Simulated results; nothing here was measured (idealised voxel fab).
Process module heading - voxel gate over fins
This is section cut - it's 195 nm across, gridded in 5 nm square cells.
Throughout this document, each cross-section is represented as a grid of square cells and is presented as a sequence of bands enumerated from the top downward, where a band comprises one or more rows of cells. Within each band entry, the heights of the top and of the bottom of the band appear first, in that order and in nm; the materials of the band then follow from left to right, each with its corresponding width in nm. The designation "full width" on a single material indicates that it fills the band from edge to edge; the designation "blank" indicates empty space. Basically, 0 is our baseline, since under it the wafer straight out of the box is all one material. The bottom band has no lower end and keeps on going down, so it looks like "0 and below". The two numbers in a width such as "30->40" mark its ends across the band: the first belongs to the top row of cells, the second to the bottom row, and from each row to the next the width moves by the same amount. Reading "no modifications" for a step: not a cell of the cross-section changed in it. "Sealed voids" contains a list of empty spaces, each no smaller than 8 cells and without an open way to the top, written in the form width x height at distance with the distance from the left edge and all three in nm. Where a step's line continues beyond its settings, the continuation is a remark by the simulator itself on that step. overlay nm: where the mask lay relative to plan, measured to the right, on steps with a mask; negatives go left.

LIST OF PLANNED PROCESS STEPS
1,RECEIVE [material Si]
2,CONFORMAL_DEP [material SiN] [thk nm 5]
3,MASKED_ETCH [tone cover] [mask id FINS] [width nm 15] [pitch nm 55] [etch materials SiN] [depth nm 5] [overlay nm 0]
4,MASKED_ETCH [tone cover] [mask id FINS] [width nm 15] [pitch nm 55] [etch materials Si] [depth nm 35] [overlay nm 0]
5,FILL_DEP [material SiO2] [thk nm 15]
6,CMP [height nm 5]
7,DIRECTIONAL_DEP [material aC] [thk nm 15]
8,PATTERN [tone open] [mask id RAIL] [material resist] [width nm 15] [thk nm 30] [overlay nm 0]
9,DIRECTIONAL_ETCH [etch materials aC] [depth nm 15]
10,STRIP [etch materials resist]
11,DIRECTIONAL_ETCH [etch materials SiO2] [depth nm 35]
12,STRIP [etch materials aC]
13,CONFORMAL_DEP [material TiN] [thk nm 5]
14,FILL_DEP [material W] [thk nm 5]
15,CMP [height nm 5]
16,SELECTIVE_ETCH [etch materials W Ru TiN] [depth nm 20]
17,FILL_DEP [material SiO2] [thk nm 5]
18,CMP [height nm 5]
19,SELECTIVE_ETCH [etch materials SiO2] [depth nm 15]
20,STRIP [etch materials SiN]
21,CONFORMAL_DEP [material HfO2] [thk nm 5]
22,CONFORMAL_DEP [material TiN] [thk nm 5]
23,FILL_DEP [material W] [thk nm 15]
24,CMP [height nm 20]
25,CONFORMAL_DEP [material SiCN] [thk nm 5]

BELOW: THE FIRST OF TWO WAFERS, RUN AS PLANNED

DELIVERED WAFER IN CROSS-SECTION: STATE AFTER STEP 1
    0 and below | Si full width
    Sealed voids: none

UPON COMPLETION OF STEP 2, THE WAFER APPEARS IN CROSS-SECTION AS SHOWN
    5 down to 0 | SiN full width
    Heights below 0 show no change.

UPON COMPLETION OF STEP 3, THE WAFER APPEARS IN CROSS-SECTION AS SHOWN
    5 down to 0 | blank (35); SiN (15); blank (40); SiN (15); blank (40); SiN (15); blank (35)
    Heights below 0 show no change.

UPON COMPLETION OF STEP 4, THE WAFER APPEARS IN CROSS-SECTION AS SHOWN
    5 down to 0 | blank (35); SiN (15); blank (40); SiN (15); blank (40); SiN (15); blank (35)
    0 down to -35 | blank (35); Si (15); blank (40); Si (15); blank (40); Si (15); blank (35)
    Heights below -35 show no change.

UPON COMPLETION OF STEP 5, THE WAFER APPEARS IN CROSS-SECTION AS SHOWN
    20 down to 5 | SiO2 full width
    5 down to 0 | SiO2 (35); SiN (15); SiO2 (40); SiN (15); SiO2 (40); SiN (15); SiO2 (35)
    0 down to -35 | SiO2 (35); Si (15); SiO2 (40); Si (15); SiO2 (40); Si (15); SiO2 (35)
    Heights below -35 show no change.

UPON COMPLETION OF STEP 6, THE WAFER APPEARS IN CROSS-SECTION AS SHOWN
    5 down to 0 | SiO2 (35); SiN (15); SiO2 (40); SiN (15); SiO2 (40); SiN (15); SiO2 (35)
    Heights below 0 show no change.

UPON COMPLETION OF STEP 7, THE WAFER APPEARS IN CROSS-SECTION AS SHOWN
    20 down to 5 | aC full width
    Heights below 5 show no change.

UPON COMPLETION OF STEP 8, THE WAFER APPEARS IN CROSS-SECTION AS SHOWN
    50 down to 20 | resist (60); blank (15); resist (120)
    Heights below 20 show no change.

UPON COMPLETION OF STEP 9, THE WAFER APPEARS IN CROSS-SECTION AS SHOWN
    35 down to 20 | resist (60); blank (15); resist (120)
    20 down to 5 | aC (60); blank (15); aC (120)
    Heights below 5 show no change.

UPON COMPLETION OF STEP 10, THE WAFER APPEARS IN CROSS-SECTION AS SHOWN
    20 down to 5 | aC (60); blank (15); aC (120)
    Heights below 5 show no change.

UPON COMPLETION OF STEP 11, THE WAFER APPEARS IN CROSS-SECTION AS SHOWN
    20 down to 5 | aC (60); blank (15); aC (120)
    5 down to 0 | SiO2 (35); SiN (15); SiO2 (10); blank (15); SiO2 (15); SiN (15); SiO2 (40); SiN (15); SiO2 (35)
    0 down to -30 | SiO2 (35); Si (15); SiO2 (10); blank (15); SiO2 (15); Si (15); SiO2 (40); Si (15); SiO2 (35)
    Heights below -30 show no change.

UPON COMPLETION OF STEP 12, THE WAFER APPEARS IN CROSS-SECTION AS SHOWN
    5 down to 0 | SiO2 (35); SiN (15); SiO2 (10); blank (15); SiO2 (15); SiN (15); SiO2 (40); SiN (15); SiO2 (35)
    Heights below 0 show no change.

UPON COMPLETION OF STEP 13, THE WAFER APPEARS IN CROSS-SECTION AS SHOWN
    10 down to 5 | TiN (65); blank (5); TiN (125)
    5 down to 0 | SiO2 (35); SiN (15); SiO2 (10); TiN (5); blank (5); TiN (5); SiO2 (15); SiN (15); SiO2 (40); SiN (15); SiO2 (35)
    0 down to -25 | SiO2 (35); Si (15); SiO2 (10); TiN (5); blank (5); TiN (5); SiO2 (15); Si (15); SiO2 (40); Si (15); SiO2 (35)
    -25 down to -30 | SiO2 (35); Si (15); SiO2 (10); TiN (15); SiO2 (15); Si (15); SiO2 (40); Si (15); SiO2 (35)
    Heights below -30 show no change.

UPON COMPLETION OF STEP 14, THE WAFER APPEARS IN CROSS-SECTION AS SHOWN
    15 down to 10 | W full width
    10 down to 5 | TiN (65); W (5); TiN (125)
    5 down to 0 | SiO2 (35); SiN (15); SiO2 (10); TiN (5); W (5); TiN (5); SiO2 (15); SiN (15); SiO2 (40); SiN (15); SiO2 (35)
    0 down to -25 | SiO2 (35); Si (15); SiO2 (10); TiN (5); W (5); TiN (5); SiO2 (15); Si (15); SiO2 (40); Si (15); SiO2 (35)
    Heights below -25 show no change.

UPON COMPLETION OF STEP 15, THE WAFER APPEARS IN CROSS-SECTION AS SHOWN
    5 down to 0 | SiO2 (35); SiN (15); SiO2 (10); TiN (5); W (5); TiN (5); SiO2 (15); SiN (15); SiO2 (40); SiN (15); SiO2 (35)
    Heights below 0 show no change.

UPON COMPLETION OF STEP 16, THE WAFER APPEARS IN CROSS-SECTION AS SHOWN
    5 down to 0 | SiO2 (35); SiN (15); SiO2 (10); blank (15); SiO2 (15); SiN (15); SiO2 (40); SiN (15); SiO2 (35)
    0 down to -15 | SiO2 (35); Si (15); SiO2 (10); blank (15); SiO2 (15); Si (15); SiO2 (40); Si (15); SiO2 (35)
    Heights below -15 show no change.

UPON COMPLETION OF STEP 17, THE WAFER APPEARS IN CROSS-SECTION AS SHOWN
    10 down to 5 | SiO2 full width
    5 down to 0 | SiO2 (35); SiN (15); SiO2 (40); SiN (15); SiO2 (40); SiN (15); SiO2 (35)
    0 down to -15 | SiO2 (35); Si (15); SiO2 (40); Si (15); SiO2 (40); Si (15); SiO2 (35)
    Heights below -15 show no change.

UPON COMPLETION OF STEP 18, THE WAFER APPEARS IN CROSS-SECTION AS SHOWN
    5 down to 0 | SiO2 (35); SiN (15); SiO2 (40); SiN (15); SiO2 (40); SiN (15); SiO2 (35)
    Heights below 0 show no change.

UPON COMPLETION OF STEP 19, THE WAFER APPEARS IN CROSS-SECTION AS SHOWN
    5 down to 0 | blank (35); SiN (15); blank (40); SiN (15); blank (40); SiN (15); blank (35)
    0 down to -10 | blank (35); Si (15); blank (40); Si (15); blank (40); Si (15); blank (35)
    Heights below -10 show no change.

UPON COMPLETION OF STEP 20, THE WAFER APPEARS IN CROSS-SECTION AS SHOWN
    0 down to -10 | blank (35); Si (15); blank (40); Si (15); blank (40); Si (15); blank (35)
    Heights below -10 show no change.

UPON COMPLETION OF STEP 21, THE WAFER APPEARS IN CROSS-SECTION AS SHOWN
    5 down to 0 | blank (30); HfO2 (25); blank (30); HfO2 (25); blank (30); HfO2 (25); blank (30)
    0 down to -5 | blank (30); HfO2 (5); Si (15); HfO2 (5); blank (30); HfO2 (5); Si (15); HfO2 (5); blank (30); HfO2 (5); Si (15); HfO2 (5); blank (30)
    -5 down to -10 | HfO2 (35); Si (15); HfO2 (40); Si (15); HfO2 (40); Si (15); HfO2 (35)
    Heights below -10 show no change.

UPON COMPLETION OF STEP 22, THE WAFER APPEARS IN CROSS-SECTION AS SHOWN
    10 down to 5 | blank (25); TiN (35); blank (20); TiN (35); blank (20); TiN (35); blank (25)
    5 down to 0 | blank (25); TiN (5); HfO2 (25); TiN (5); blank (20); TiN (5); HfO2 (25); TiN (5); blank (20); TiN (5); HfO2 (25); TiN (5); blank (25)
    0 down to -5 | TiN (30); HfO2 (5); Si (15); HfO2 (5); TiN (30); HfO2 (5); Si (15); HfO2 (5); TiN (30); HfO2 (5); Si (15); HfO2 (5); TiN (30)
    Heights below -5 show no change.

UPON COMPLETION OF STEP 23, THE WAFER APPEARS IN CROSS-SECTION AS SHOWN
    25 down to 10 | W full width
    10 down to 5 | W (25); TiN (35); W (20); TiN (35); W (20); TiN (35); W (25)
    5 down to 0 | W (25); TiN (5); HfO2 (25); TiN (5); W (20); TiN (5); HfO2 (25); TiN (5); W (20); TiN (5); HfO2 (25); TiN (5); W (25)
    Heights below 0 show no change.

UPON COMPLETION OF STEP 24, THE WAFER APPEARS IN CROSS-SECTION AS SHOWN
    20 down to 10 | W full width
    Heights below 10 show no change.

UPON COMPLETION OF STEP 25, THE WAFER APPEARS IN CROSS-SECTION AS SHOWN
    25 down to 20 | SiCN full width
    Heights below 20 show no change.

SECOND WAFER. START AND PLAN AS FOR THE FIRST. ONE MISTAKE MADE IN RUNNING. AGREES WITH THE FIRST UP TO AND INCLUDING STEP 7

SECOND WAFER PROFILE IN SECTION, AT THE MOMENT STEP 8 OF THE PLAN WAS MEANT TO BE COMPLETE
    50 down to 20 | resist (50); blank (15); resist (130)
    Heights below 20 show no change.

SECOND WAFER PROFILE IN SECTION, AT THE MOMENT STEP 9 OF THE PLAN WAS MEANT TO BE COMPLETE
    35 down to 20 | resist (50); blank (15); resist (130)
    20 down to 5 | aC (50); blank (15); aC (130)
    Heights below 5 show no change.

SECOND WAFER PROFILE IN SECTION, AT THE MOMENT STEP 10 OF THE PLAN WAS MEANT TO BE COMPLETE
    20 down to 5 | aC (50); blank (15); aC (130)
    Heights below 5 show no change.

SECOND WAFER PROFILE IN SECTION, AT THE MOMENT STEP 11 OF THE PLAN WAS MEANT TO BE COMPLETE
    20 down to 5 | aC (50); blank (15); aC (130)
    5 down to 0 | SiO2 (35); SiN (15); blank (15); SiO2 (25); SiN (15); SiO2 (40); SiN (15); SiO2 (35)
    0 down to -30 | SiO2 (35); Si (15); blank (15); SiO2 (25); Si (15); SiO2 (40); Si (15); SiO2 (35)
    Heights below -30 show no change.

SECOND WAFER PROFILE IN SECTION, AT THE MOMENT STEP 12 OF THE PLAN WAS MEANT TO BE COMPLETE
    5 down to 0 | SiO2 (35); SiN (15); blank (15); SiO2 (25); SiN (15); SiO2 (40); SiN (15); SiO2 (35)
    Heights below 0 show no change.

SECOND WAFER PROFILE IN SECTION, AT THE MOMENT STEP 13 OF THE PLAN WAS MEANT TO BE COMPLETE
    10 down to 5 | TiN (55); blank (5); TiN (135)
    5 down to 0 | SiO2 (35); SiN (15); TiN (5); blank (5); TiN (5); SiO2 (25); SiN (15); SiO2 (40); SiN (15); SiO2 (35)
    0 down to -25 | SiO2 (35); Si (15); TiN (5); blank (5); TiN (5); SiO2 (25); Si (15); SiO2 (40); Si (15); SiO2 (35)
    -25 down to -30 | SiO2 (35); Si (15); TiN (15); SiO2 (25); Si (15); SiO2 (40); Si (15); SiO2 (35)
    Heights below -30 show no change.

SECOND WAFER PROFILE IN SECTION, AT THE MOMENT STEP 14 OF THE PLAN WAS MEANT TO BE COMPLETE
    15 down to 10 | W full width
    10 down to 5 | TiN (55); W (5); TiN (135)
    5 down to 0 | SiO2 (35); SiN (15); TiN (5); W (5); TiN (5); SiO2 (25); SiN (15); SiO2 (40); SiN (15); SiO2 (35)
    0 down to -25 | SiO2 (35); Si (15); TiN (5); W (5); TiN (5); SiO2 (25); Si (15); SiO2 (40); Si (15); SiO2 (35)
    Heights below -25 show no change.

SECOND WAFER PROFILE IN SECTION, AT THE MOMENT STEP 15 OF THE PLAN WAS MEANT TO BE COMPLETE
    5 down to 0 | SiO2 (35); SiN (15); TiN (5); W (5); TiN (5); SiO2 (25); SiN (15); SiO2 (40); SiN (15); SiO2 (35)
    Heights below 0 show no change.

SECOND WAFER PROFILE IN SECTION, AT THE MOMENT STEP 16 OF THE PLAN WAS MEANT TO BE COMPLETE
    5 down to 0 | SiO2 (35); SiN (15); blank (15); SiO2 (25); SiN (15); SiO2 (40); SiN (15); SiO2 (35)
    0 down to -15 | SiO2 (35); Si (15); blank (15); SiO2 (25); Si (15); SiO2 (40); Si (15); SiO2 (35)
    Heights below -15 show no change.

SECOND WAFER PROFILE IN SECTION, AT THE MOMENT STEP 17 OF THE PLAN WAS MEANT TO BE COMPLETE
    10 down to 5 | SiO2 full width
    5 down to 0 | SiO2 (35); SiN (15); SiO2 (40); SiN (15); SiO2 (40); SiN (15); SiO2 (35)
    0 down to -15 | SiO2 (35); Si (15); SiO2 (40); Si (15); SiO2 (40); Si (15); SiO2 (35)
    Heights below -15 show no change.

SECOND WAFER PROFILE IN SECTION, AT THE MOMENT STEP 18 OF THE PLAN WAS MEANT TO BE COMPLETE
    5 down to 0 | SiO2 (35); SiN (15); SiO2 (40); SiN (15); SiO2 (40); SiN (15); SiO2 (35)
    Heights below 0 show no change.

SECOND WAFER PROFILE IN SECTION, AT THE MOMENT STEP 19 OF THE PLAN WAS MEANT TO BE COMPLETE
    5 down to 0 | blank (35); SiN (15); blank (40); SiN (15); blank (40); SiN (15); blank (35)
    0 down to -10 | blank (35); Si (15); blank (40); Si (15); blank (40); Si (15); blank (35)
    Heights below -10 show no change.

SECOND WAFER PROFILE IN SECTION, AT THE MOMENT STEP 20 OF THE PLAN WAS MEANT TO BE COMPLETE
    0 down to -10 | blank (35); Si (15); blank (40); Si (15); blank (40); Si (15); blank (35)
    Heights below -10 show no change.

SECOND WAFER PROFILE IN SECTION, AT THE MOMENT STEP 21 OF THE PLAN WAS MEANT TO BE COMPLETE
    5 down to 0 | blank (30); HfO2 (25); blank (30); HfO2 (25); blank (30); HfO2 (25); blank (30)
    0 down to -5 | blank (30); HfO2 (5); Si (15); HfO2 (5); blank (30); HfO2 (5); Si (15); HfO2 (5); blank (30); HfO2 (5); Si (15); HfO2 (5); blank (30)
    -5 down to -10 | HfO2 (35); Si (15); HfO2 (40); Si (15); HfO2 (40); Si (15); HfO2 (35)
    Heights below -10 show no change.

SECOND WAFER PROFILE IN SECTION, AT THE MOMENT STEP 22 OF THE PLAN WAS MEANT TO BE COMPLETE
    10 down to 5 | blank (25); TiN (35); blank (20); TiN (35); blank (20); TiN (35); blank (25)
    5 down to 0 | blank (25); TiN (5); HfO2 (25); TiN (5); blank (20); TiN (5); HfO2 (25); TiN (5); blank (20); TiN (5); HfO2 (25); TiN (5); blank (25)
    0 down to -5 | TiN (30); HfO2 (5); Si (15); HfO2 (5); TiN (30); HfO2 (5); Si (15); HfO2 (5); TiN (30); HfO2 (5); Si (15); HfO2 (5); TiN (30)
    Heights below -5 show no change.

SECOND WAFER PROFILE IN SECTION, AT THE MOMENT STEP 23 OF THE PLAN WAS MEANT TO BE COMPLETE
    25 down to 10 | W full width
    10 down to 5 | W (25); TiN (35); W (20); TiN (35); W (20); TiN (35); W (25)
    5 down to 0 | W (25); TiN (5); HfO2 (25); TiN (5); W (20); TiN (5); HfO2 (25); TiN (5); W (20); TiN (5); HfO2 (25); TiN (5); W (25)
    Heights below 0 show no change.

SECOND WAFER PROFILE IN SECTION, AT THE MOMENT STEP 24 OF THE PLAN WAS MEANT TO BE COMPLETE
    20 down to 10 | W full width
    Heights below 10 show no change.

SECOND WAFER PROFILE IN SECTION, AT THE MOMENT STEP 25 OF THE PLAN WAS MEANT TO BE COMPLETE
    25 down to 20 | SiCN full width
    Heights below 20 show no change.
Diagnosis: step 8 was not run as planned; what actually ran was PATTERN [tone open] [mask id RAIL] [material resist] [width nm 15] [thk nm 30] [overlay nm -10]
Matching per-material cell counts, mismatched positions: that is how the second wafer compares with the first at the end.
